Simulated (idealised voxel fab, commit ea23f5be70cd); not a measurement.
Process module, titled voxel self aligned contacts
For reference, the cross-section in this document is cut, with width 300 nm and square cells of 5 nm.
Reading order for cross-sections: top band down to bottom band. Underlying form: a grid of square cells. Band size: one or more rows of cells.
The entry gives the band's vertical extent as a top height and a bottom height in nm, then its horizontal make-up as materials from left to right, each with a width in nm. "empty" stands for empty space; a single material marked "all across" fills the band edge to edge.
Heads up on the height convention: 0 is the point under which the incoming wafer is all one material, and the lowest band has no bottom, it just keeps going down, like "0 nm and below".
Width spec "30->40" -> top row of cells at first value, bottom row at second value, equal per-row change in between.
Where a step carries "no alteration", the cross-section came out of it unchanged, cell for cell.
Listed in "Voids, enclosed": every empty space of 8 or more cells without an open way to the top. Form: width x height at distance, the distance being from the left edge, all in nm.
It should be noted that, on the line of a given step, the content following the step's settings is a remark produced by the simulator itself with respect to that step.
The line of a step may include "overlay nm". On a step with a mask, this value is how far to the right of its planned place the mask lay. A negative value means the mask lay to the left.
Pairs ahead. Before: cross-section ahead of one process step. After: cross-section once the step is done, shown to the lowest changed band only. Under each pair: that step, with settings. Caution: pairs may come from different runs of this module on the same starting wafer; a pair follows the pair above only where its "Incoming structure" entry says so.

**Incoming structure**
> 75 nm to 60 nm | aC all across
> 60 nm to 50 nm | SiO2 all across
> 50 nm to 25 nm | 85 nm SiO2, 50 nm SiN, 25 nm SiO2, 50 nm SiN, 90 nm SiO2
> 25 nm to 5 nm | 85 nm SiO2, 10 nm SiN, 30 nm polySi, 10 nm SiN, 25 nm SiO2, 10 nm SiN, 30 nm polySi, 10 nm SiN, 90 nm SiO2
> 5 nm to 0 nm | SiO2 all across
> 0 nm and below | Si all across
> Voids, enclosed: none

**Cross-Section Thereafter**
> 105 nm to 75 nm | 125 nm resist, 45 nm empty, 130 nm resist
> Unchanged below 75.
> Voids, enclosed: none
Link between the two cross-sections above: PATTERN [tone open] [mask id CONTACT] [material resist] [width nm 45] [thk nm 30] [overlay nm 0]

Incoming structure: identical to the post-step cross-section of the immediately preceding pair.

**Cross-Section Thereafter**
> 90 nm to 75 nm | 125 nm resist, 45 nm empty, 130 nm resist
> 75 nm to 60 nm | 125 nm aC, 45 nm empty, 130 nm aC
> Unchanged below 60.
> Voids, enclosed: none
Link between the two cross-sections above: DIRECTIONAL_ETCH [etch materials aC] [depth nm 15]

Incoming structure: identical to the post-step cross-section of the immediately preceding pair.

**Cross-Section Thereafter**
> 75 nm to 60 nm | 125 nm aC, 45 nm empty, 130 nm aC
> Unchanged below 60.
> Voids, enclosed: none
Link between the two cross-sections above: STRIP [etch materials resist]

Incoming structure: identical to the post-step cross-section of the immediately preceding pair.

**Cross-Section Thereafter**
> 75 nm to 60 nm | 125 nm aC, 45 nm empty, 130 nm aC
> 60 nm to 50 nm | 125 nm SiO2, 45 nm empty, 130 nm SiO2
> 50 nm to 25 nm | 85 nm SiO2, 50 nm SiN, 25 nm empty, 50 nm SiN, 90 nm SiO2
> 25 nm to 5 nm | 85 nm SiO2, 10 nm SiN, 30 nm polySi, 10 nm SiN, 25 nm empty, 10 nm SiN, 30 nm polySi, 10 nm SiN, 90 nm SiO2
> 5 nm to 0 nm | 135 nm SiO2, 25 nm empty, 140 nm SiO2
> Unchanged below 0.
> Voids, enclosed: none
Link between the two cross-sections above: DIRECTIONAL_ETCH [etch materials SiO2] [depth nm 60]

Incoming structure: identical to the post-step cross-section of the immediately preceding pair.

**Cross-Section Thereafter**
> 60 nm to 50 nm | 125 nm SiO2, 45 nm empty, 130 nm SiO2
> Unchanged below 50.
> Voids, enclosed: none
Link between the two cross-sections above: STRIP [etch materials aC]

Incoming structure: identical to the post-step cross-section of the immediately preceding pair.

**Cross-Section Thereafter**
> 65 nm to 60 nm | 130 nm TiN, 35 nm empty, 135 nm TiN
> 60 nm to 50 nm | 125 nm SiO2, 5->15 nm TiN, 35->15 nm empty, 5->15 nm TiN, 130 nm SiO2
> 50 nm to 25 nm | 85 nm SiO2, 50 nm SiN, 5 nm TiN, 15 nm empty, 5 nm TiN, 50 nm SiN, 90 nm SiO2
> 25 nm to 5 nm | 85 nm SiO2, 10 nm SiN, 30 nm polySi, 10 nm SiN, 5 nm TiN, 15 nm empty, 5 nm TiN, 10 nm SiN, 30 nm polySi, 10 nm SiN, 90 nm SiO2
> 5 nm to 0 nm | 135 nm SiO2, 25 nm TiN, 140 nm SiO2
> Unchanged below 0.
> Voids, enclosed: none
Link between the two cross-sections above: CONFORMAL_DEP [material TiN] [thk nm 5]

Incoming structure: identical to the post-step cross-section of the immediately preceding pair.

**Cross-Section Thereafter**
> 75 nm to 65 nm | W all across
> 65 nm to 60 nm | 130 nm TiN, 35 nm W, 135 nm TiN
> 60 nm to 50 nm | 125 nm SiO2, 5->15 nm TiN, 35->15 nm W, 5->15 nm TiN, 130 nm SiO2
> 50 nm to 25 nm | 85 nm SiO2, 50 nm SiN, 5 nm TiN, 15 nm W, 5 nm TiN, 50 nm SiN, 90 nm SiO2
> 25 nm to 5 nm | 85 nm SiO2, 10 nm SiN, 30 nm polySi, 10 nm SiN, 5 nm TiN, 15 nm W, 5 nm TiN, 10 nm SiN, 30 nm polySi, 10 nm SiN, 90 nm SiO2
> Unchanged below 5.
> Voids, enclosed: none
Link between the two cross-sections above: FILL_DEP [material W] [thk nm 10]

Incoming structure: identical to the post-step cross-section of the immediately preceding pair.

**Cross-Section Thereafter**
> 60 nm to 50 nm | 125 nm SiO2, 5->15 nm TiN, 35->15 nm W, 5->15 nm TiN, 130 nm SiO2
> Unchanged below 50.
> Voids, enclosed: none
Link between the two cross-sections above: CMP [height nm 60]

Incoming structure: identical to the post-step cross-section of the immediately preceding pair.

**Cross-Section Thereafter**
> 65 nm to 60 nm | SiN all across
> Unchanged below 60.
> Voids, enclosed: none
Link between the two cross-sections above: CONFORMAL_DEP [material SiN] [thk nm 5]

**Incoming structure**
> 50 nm to 25 nm | 95 nm empty, 30 nm SiN, 45 nm empty, 30 nm SiN, 100 nm empty
> 25 nm to 5 nm | polySi all across
> 5 nm to 0 nm | SiO2 all across
> 0 nm and below | Si all across
> Voids, enclosed: none

**Cross-Section Thereafter**
> 50 nm to 25 nm | 95 nm empty, 30 nm SiN, 45 nm empty, 30 nm SiN, 100 nm empty
> 25 nm to 5 nm | 95 nm empty, 40 nm polySi, 35 nm empty, 40 nm polySi, 90 nm empty
> Unchanged below 5.
> Voids, enclosed: none
Link between the two cross-sections above: MASKED_ETCH [tone cover] [mask id GATE] [width nm 30] [pitch nm 75] [etch materials polySi] [depth nm 20] [overlay nm 10]

Incoming structure: identical to the post-step cross-section of the immediately preceding pair.

**Cross-Section Thereafter**
> 60 nm to 35 nm | 85 nm empty, 50 nm SiN, 25 nm empty, 50 nm SiN, 90 nm empty
> 35 nm to 25 nm | 85 nm empty, 60 nm SiN, 15 nm empty, 60 nm SiN, 80 nm empty
> 25 nm to 15 nm | 85 nm empty, 10 nm SiN, 40 nm polySi, 10 nm SiN, 15 nm empty, 10 nm SiN, 40 nm polySi, 10 nm SiN, 80 nm empty
> 15 nm to 5 nm | 95 nm SiN, 40 nm polySi, 35 nm SiN, 40 nm polySi, 90 nm SiN
> Unchanged below 5.
> Voids, enclosed: none
Link between the two cross-sections above: CONFORMAL_DEP [material SiN] [thk nm 10]

Incoming structure: identical to the post-step cross-section of the immediately preceding pair.

**Cross-Section Thereafter**
> 50 nm to 25 nm | 85 nm empty, 50 nm SiN, 25 nm empty, 50 nm SiN, 90 nm empty
> 25 nm to 5 nm | 85 nm empty, 10 nm SiN, 40 nm polySi, 10 nm SiN, 15 nm empty, 10 nm SiN, 40 nm polySi, 10 nm SiN, 80 nm empty
> Unchanged below 5.
> Voids, enclosed: none
Link between the two cross-sections above: DIRECTIONAL_ETCH [etch materials SiN] [depth nm 10]

Incoming structure: identical to the post-step cross-section of the immediately preceding pair.

**Cross-Section Thereafter**
> 65 nm to 50 nm | SiO2 all across
> 50 nm to 25 nm | 85 nm SiO2, 50 nm SiN, 25 nm SiO2, 50 nm SiN, 90 nm SiO2
> 25 nm to 5 nm | 85 nm SiO2, 10 nm SiN, 40 nm polySi, 10 nm SiN, 15 nm SiO2, 10 nm SiN, 40 nm polySi, 10 nm SiN, 80 nm SiO2
> Unchanged below 5.
> Voids, enclosed: none
Link between the two cross-sections above: FILL_DEP [material SiO2] [thk nm 15]

Incoming structure: identical to the post-step cross-section of the immediately preceding pair.

**Cross-Section Thereafter**
> 60 nm to 50 nm | SiO2 all across
> Unchanged below 50.
> Voids, enclosed: none
Link between the two cross-sections above: CMP [height nm 60]

Incoming structure: identical to the post-step cross-section of the immediately preceding pair.

**Cross-Section Thereafter**
> 75 nm to 60 nm | aC all across
> Unchanged below 60.
> Voids, enclosed: none
Link between the two cross-sections above: DIRECTIONAL_DEP [material aC] [thk nm 15]

Incoming structure: identical to the post-step cross-section of the immediately preceding pair.

**Cross-Section Thereafter**
> 105 nm to 75 nm | 120 nm resist, 55 nm empty, 125 nm resist
> Unchanged below 75.
> Voids, enclosed: none
Link between the two cross-sections above: PATTERN [tone open] [mask id CONTACT] [material resist] [width nm 55] [thk nm 30] [overlay nm 0]

Incoming structure: identical to the post-step cross-section of the immediately preceding pair.

**Cross-Section Thereafter**
> 90 nm to 75 nm | 120 nm resist, 55 nm empty, 125 nm resist
> 75 nm to 60 nm | 120 nm aC, 55 nm empty, 125 nm aC
> Unchanged below 60.
> Voids, enclosed: none
Link between the two cross-sections above: DIRECTIONAL_ETCH [etch materials aC] [depth nm 15]

Incoming structure: identical to the post-step cross-section of the immediately preceding pair.

**Cross-Section Thereafter**
> 75 nm to 60 nm | 120 nm aC, 55 nm empty, 125 nm aC
> Unchanged below 60.
> Voids, enclosed: none
Link between the two cross-sections above: STRIP [etch materials resist]

Incoming structure: identical to the post-step cross-section of the immediately preceding pair.

**Cross-Section Thereafter**
> 75 nm to 60 nm | 120 nm aC, 55 nm empty, 125 nm aC
> 60 nm to 50 nm | 120 nm SiO2, 55 nm empty, 125 nm SiO2
> 50 nm to 25 nm | 85 nm SiO2, 50 nm SiN, 25 nm empty, 50 nm SiN, 90 nm SiO2
> 25 nm to 5 nm | 85 nm SiO2, 10 nm SiN, 40 nm polySi, 10 nm SiN, 15 nm empty, 10 nm SiN, 40 nm polySi, 10 nm SiN, 80 nm SiO2
> 5 nm to 0 nm | 145 nm SiO2, 15 nm empty, 140 nm SiO2
> Unchanged below 0.
> Voids, enclosed: none
Link between the two cross-sections above: DIRECTIONAL_ETCH [etch materials SiO2] [depth nm 60]

Incoming structure: identical to the post-step cross-section of the immediately preceding pair.

**Cross-Section Thereafter**
> 60 nm to 50 nm | 120 nm SiO2, 55 nm empty, 125 nm SiO2
> Unchanged below 50.
> Voids, enclosed: none
Link between the two cross-sections above: STRIP [etch materials aC]

Incoming structure: identical to the post-step cross-section of the immediately preceding pair.

**Cross-Section Thereafter**
> 65 nm to 60 nm | 125 nm TiN, 45 nm empty, 130 nm TiN
> 60 nm to 50 nm | 120 nm SiO2, 5->20 nm TiN, 45->15 nm empty, 5->20 nm TiN, 125 nm SiO2
> 50 nm to 30 nm | 85 nm SiO2, 50 nm SiN, 5 nm TiN, 15 nm empty, 5 nm TiN, 50 nm SiN, 90 nm SiO2
> 30 nm to 25 nm | 85 nm SiO2, 50 nm SiN, 15 nm TiN, 5 nm empty, 5 nm TiN, 50 nm SiN, 90 nm SiO2
> 25 nm to 5 nm | 85 nm SiO2, 10 nm SiN, 40 nm polySi, 10 nm SiN, 5 nm TiN, 5 nm empty, 5 nm TiN, 10 nm SiN, 40 nm polySi, 10 nm SiN, 80 nm SiO2
> 5 nm to 0 nm | 145 nm SiO2, 15 nm TiN, 140 nm SiO2
> Unchanged below 0.
> Voids, enclosed: none
Link between the two cross-sections above: CONFORMAL_DEP [material TiN] [thk nm 5]

Incoming structure: identical to the post-step cross-section of the immediately preceding pair.

**Cross-Section Thereafter**
> 75 nm to 65 nm | W all across
> 65 nm to 60 nm | 125 nm TiN, 45 nm W, 130 nm TiN
> 60 nm to 50 nm | 120 nm SiO2, 5->20 nm TiN, 45->15 nm W, 5->20 nm TiN, 125 nm SiO2
> 50 nm to 30 nm | 85 nm SiO2, 50 nm SiN, 5 nm TiN, 15 nm W, 5 nm TiN, 50 nm SiN, 90 nm SiO2
> 30 nm to 25 nm | 85 nm SiO2, 50 nm SiN, 15 nm TiN, 5 nm W, 5 nm TiN, 50 nm SiN, 90 nm SiO2
> 25 nm to 5 nm | 85 nm SiO2, 10 nm SiN, 40 nm polySi, 10 nm SiN, 5 nm TiN, 5 nm W, 5 nm TiN, 10 nm SiN, 40 nm polySi, 10 nm SiN, 80 nm SiO2
> Unchanged below 5.
> Voids, enclosed: none
Link between the two cross-sections above: FILL_DEP [material W] [thk nm 10]

Incoming structure: identical to the post-step cross-section of the immediately preceding pair.

**Cross-Section Thereafter**
> 60 nm to 50 nm | 120 nm SiO2, 5->20 nm TiN, 45->15 nm W, 5->20 nm TiN, 125 nm SiO2
> Unchanged below 50.
> Voids, enclosed: none
Link between the two cross-sections above: CMP [height nm 60]

Incoming structure: identical to the post-step cross-section of the immediately preceding pair.

**Cross-Section Thereafter**
> 65 nm to 60 nm | SiN all across
> Unchanged below 60.
> Voids, enclosed: none
Link between the two cross-sections above: CONFORMAL_DEP [material SiN] [thk nm 5]

**Incoming structure**
> 25 nm to 5 nm | polySi all across
> 5 nm to 0 nm | SiO2 all across
> 0 nm and below | Si all across
> Voids, enclosed: none

**Cross-Section Thereafter**
> 50 nm to 25 nm | W all across
> Unchanged below 25.
> Voids, enclosed: none
Link between the two cross-sections above: DIRECTIONAL_DEP [material W] [thk nm 25]

Incoming structure: identical to the post-step cross-section of the immediately preceding pair.

**Cross-Section Thereafter**
> 60 nm to 50 nm | SiN all across
> Unchanged below 50.
> Voids, enclosed: none
Link between the two cross-sections above: CONFORMAL_DEP [material SiN] [thk nm 10]

Incoming structure: identical to the post-step cross-section of the immediately preceding pair.

**Cross-Section Thereafter**
> 50 nm to 25 nm | W all across
> Unchanged below 25.
> Voids, enclosed: none
Link between the two cross-sections above: DIRECTIONAL_ETCH [etch materials SiN] [depth nm 10]

Incoming structure: identical to the post-step cross-section of the immediately preceding pair.

**Cross-Section Thereafter**
> 65 nm to 50 nm | SiO2 all across
> Unchanged below 50.
> Voids, enclosed: none
Link between the two cross-sections above: FILL_DEP [material SiO2] [thk nm 15]

Incoming structure: identical to the post-step cross-section of the immediately preceding pair.

**Cross-Section Thereafter**
> 60 nm to 50 nm | SiO2 all across
> Unchanged below 50.
> Voids, enclosed: none
Link between the two cross-sections above: CMP [height nm 60]

Incoming structure: identical to the post-step cross-section of the immediately preceding pair.

**Cross-Section Thereafter**
> 75 nm to 60 nm | aC all across
> Unchanged below 60.
> Voids, enclosed: none
Link between the two cross-sections above: DIRECTIONAL_DEP [material aC] [thk nm 15]

Incoming structure: identical to the post-step cross-section of the immediately preceding pair.

**Cross-Section Thereafter**
> 105 nm to 75 nm | 120 nm resist, 55 nm empty, 125 nm resist
> Unchanged below 75.
> Voids, enclosed: none
Link between the two cross-sections above: PATTERN [tone open] [mask id CONTACT] [material resist] [width nm 55] [thk nm 30] [overlay nm 0]

Incoming structure: identical to the post-step cross-section of the immediately preceding pair.

**Cross-Section Thereafter**
> 90 nm to 75 nm | 120 nm resist, 55 nm empty, 125 nm resist
> 75 nm to 60 nm | 120 nm aC, 55 nm empty, 125 nm aC
> Unchanged below 60.
> Voids, enclosed: none
Link between the two cross-sections above: DIRECTIONAL_ETCH [etch materials aC] [depth nm 15]

Incoming structure: identical to the post-step cross-section of the immediately preceding pair.

**Cross-Section Thereafter**
> 75 nm to 60 nm | 120 nm aC, 55 nm empty, 125 nm aC
> Unchanged below 60.
> Voids, enclosed: none
Link between the two cross-sections above: STRIP [etch materials resist]

Incoming structure: identical to the post-step cross-section of the immediately preceding pair.

**Cross-Section Thereafter**
> 75 nm to 60 nm | 120 nm aC, 55 nm empty, 125 nm aC
> 60 nm to 50 nm | 120 nm SiO2, 55 nm empty, 125 nm SiO2
> Unchanged below 50.
> Voids, enclosed: none
Link between the two cross-sections above: DIRECTIONAL_ETCH [etch materials SiO2] [depth nm 60]

Incoming structure: identical to the post-step cross-section of the immediately preceding pair.

**Cross-Section Thereafter**
> 60 nm to 50 nm | 120 nm SiO2, 55 nm empty, 125 nm SiO2
> Unchanged below 50.
> Voids, enclosed: none
Link between the two cross-sections above: STRIP [etch materials aC]

Incoming structure: identical to the post-step cross-section of the immediately preceding pair.

**Cross-Section Thereafter**
> 65 nm to 60 nm | 125 nm TiN, 45 nm empty, 130 nm TiN
> 60 nm to 55 nm | 120 nm SiO2, 5 nm TiN, 45 nm empty, 5 nm TiN, 125 nm SiO2
> 55 nm to 50 nm | 120 nm SiO2, 55 nm TiN, 125 nm SiO2
> Unchanged below 50.
> Voids, enclosed: none
Link between the two cross-sections above: CONFORMAL_DEP [material TiN] [thk nm 5]

Incoming structure: identical to the post-step cross-section of the immediately preceding pair.

**Cross-Section Thereafter**
> 75 nm to 65 nm | W all across
> 65 nm to 60 nm | 125 nm TiN, 45 nm W, 130 nm TiN
> 60 nm to 55 nm | 120 nm SiO2, 5 nm TiN, 45 nm W, 5 nm TiN, 125 nm SiO2
> Unchanged below 55.
> Voids, enclosed: none
Link between the two cross-sections above: FILL_DEP [material W] [thk nm 10]

Incoming structure: identical to the post-step cross-section of the immediately preceding pair.

**Cross-Section Thereafter**
> 60 nm to 55 nm | 120 nm SiO2, 5 nm TiN, 45 nm W, 5 nm TiN, 125 nm SiO2
> Unchanged below 55.
> Voids, enclosed: none
Link between the two cross-sections above: CMP [height nm 60]

Incoming structure: identical to the post-step cross-section of the immediately preceding pair.

**Cross-Section Thereafter**
> 65 nm to 60 nm | SiN all across
> Unchanged below 60.
> Voids, enclosed: none
Link between the two cross-sections above: CONFORMAL_DEP [material SiN] [thk nm 5]

**Incoming structure**
> 75 nm to 60 nm | aC all across
> 60 nm to 50 nm | SiO2 all across
> 50 nm to 25 nm | 85 nm SiO2, 50 nm SiN, 25 nm SiO2, 50 nm SiN, 90 nm SiO2
> 25 nm to 5 nm | 85 nm SiO2, 10 nm SiN, 30 nm polySi, 10 nm SiN, 25 nm SiO2, 10 nm SiN, 30 nm polySi, 10 nm SiN, 90 nm SiO2
> 5 nm to 0 nm | SiO2 all across
> 0 nm and below | Si all across
> Voids, enclosed: none

**Cross-Section Thereafter**
> 105 nm to 75 nm | 120 nm empty, 55 nm resist, 125 nm empty
> Unchanged below 75.
> Voids, enclosed: none
Link between the two cross-sections above: PATTERN [tone cover] [mask id CONTACT] [material resist] [width nm 55] [thk nm 30] [overlay nm 0]

Incoming structure: identical to the post-step cross-section of the immediately preceding pair.

**Cross-Section Thereafter**
> 90 nm to 75 nm | 120 nm empty, 55 nm resist, 125 nm empty
> 75 nm to 60 nm | 120 nm empty, 55 nm aC, 125 nm empty
> Unchanged below 60.
> Voids, enclosed: none
Link between the two cross-sections above: DIRECTIONAL_ETCH [etch materials aC] [depth nm 15]

Incoming structure: identical to the post-step cross-section of the immediately preceding pair.

**Cross-Section Thereafter**
> 75 nm to 60 nm | 120 nm empty, 55 nm aC, 125 nm empty
> Unchanged below 60.
> Voids, enclosed: none
Link between the two cross-sections above: STRIP [etch materials resist]

Incoming structure: identical to the post-step cross-section of the immediately preceding pair.

**Cross-Section Thereafter**
> 75 nm to 60 nm | 120 nm empty, 55 nm aC, 125 nm empty
> 60 nm to 50 nm | 120 nm empty, 55 nm SiO2, 125 nm empty
> 50 nm to 25 nm | 85 nm empty, 50 nm SiN, 25 nm SiO2, 50 nm SiN, 90 nm empty
> 25 nm to 5 nm | 85 nm empty, 10 nm SiN, 30 nm polySi, 10 nm SiN, 25 nm SiO2, 10 nm SiN, 30 nm polySi, 10 nm SiN, 90 nm empty
> 5 nm to 0 nm | 85 nm empty, 125 nm SiO2, 90 nm empty
> Unchanged below 0.
> Voids, enclosed: none
Link between the two cross-sections above: DIRECTIONAL_ETCH [etch materials SiO2] [depth nm 60]

Incoming structure: identical to the post-step cross-section of the immediately preceding pair.

**Cross-Section Thereafter**
> 60 nm to 50 nm | 120 nm empty, 55 nm SiO2, 125 nm empty
> Unchanged below 50.
> Voids, enclosed: none
Link between the two cross-sections above: STRIP [etch materials aC]

Incoming structure: identical to the post-step cross-section of the immediately preceding pair.

**Cross-Section Thereafter**
> 65 nm to 60 nm | 115 nm empty, 65 nm TiN, 120 nm empty
> 60 nm to 50 nm | 115->80 nm empty, 5->40 nm TiN, 55 nm SiO2, 5->40 nm TiN, 120->85 nm empty
> 50 nm to 25 nm | 80 nm empty, 5 nm TiN, 50 nm SiN, 25 nm SiO2, 50 nm SiN, 5 nm TiN, 85 nm empty
> 25 nm to 5 nm | 80 nm empty, 5 nm TiN, 10 nm SiN, 30 nm polySi, 10 nm SiN, 25 nm SiO2, 10 nm SiN, 30 nm polySi, 10 nm SiN, 5 nm TiN, 85 nm empty
> 5 nm to 0 nm | 85 nm TiN, 125 nm SiO2, 90 nm TiN
> Unchanged below 0.
> Voids, enclosed: none
Link between the two cross-sections above: CONFORMAL_DEP [material TiN] [thk nm 5]

Incoming structure: identical to the post-step cross-section of the immediately preceding pair.

**Cross-Section Thereafter**
> 75 nm to 65 nm | W all across
> 65 nm to 60 nm | 115 nm W, 65 nm TiN, 120 nm W
> 60 nm to 50 nm | 115->80 nm W, 5->40 nm TiN, 55 nm SiO2, 5->40 nm TiN, 120->85 nm W
> 50 nm to 25 nm | 80 nm W, 5 nm TiN, 50 nm SiN, 25 nm SiO2, 50 nm SiN, 5 nm TiN, 85 nm W
> 25 nm to 5 nm | 80 nm W, 5 nm TiN, 10 nm SiN, 30 nm polySi, 10 nm SiN, 25 nm SiO2, 10 nm SiN, 30 nm polySi, 10 nm SiN, 5 nm TiN, 85 nm W
> Unchanged below 5.
> Voids, enclosed: none
Link between the two cross-sections above: FILL_DEP [material W] [thk nm 10]

Incoming structure: identical to the post-step cross-section of the immediately preceding pair.

**Cross-Section Thereafter**
> 60 nm to 50 nm | 115->80 nm W, 5->40 nm TiN, 55 nm SiO2, 5->40 nm TiN, 120->85 nm W
> Unchanged below 50.
> Voids, enclosed: none
Link between the two cross-sections above: CMP [height nm 60]

Incoming structure: identical to the post-step cross-section of the immediately preceding pair.

**Cross-Section Thereafter**
> 65 nm to 60 nm | SiN all across
> Unchanged below 60.
> Voids, enclosed: none
Link between the two cross-sections above: CONFORMAL_DEP [material SiN] [thk nm 5]
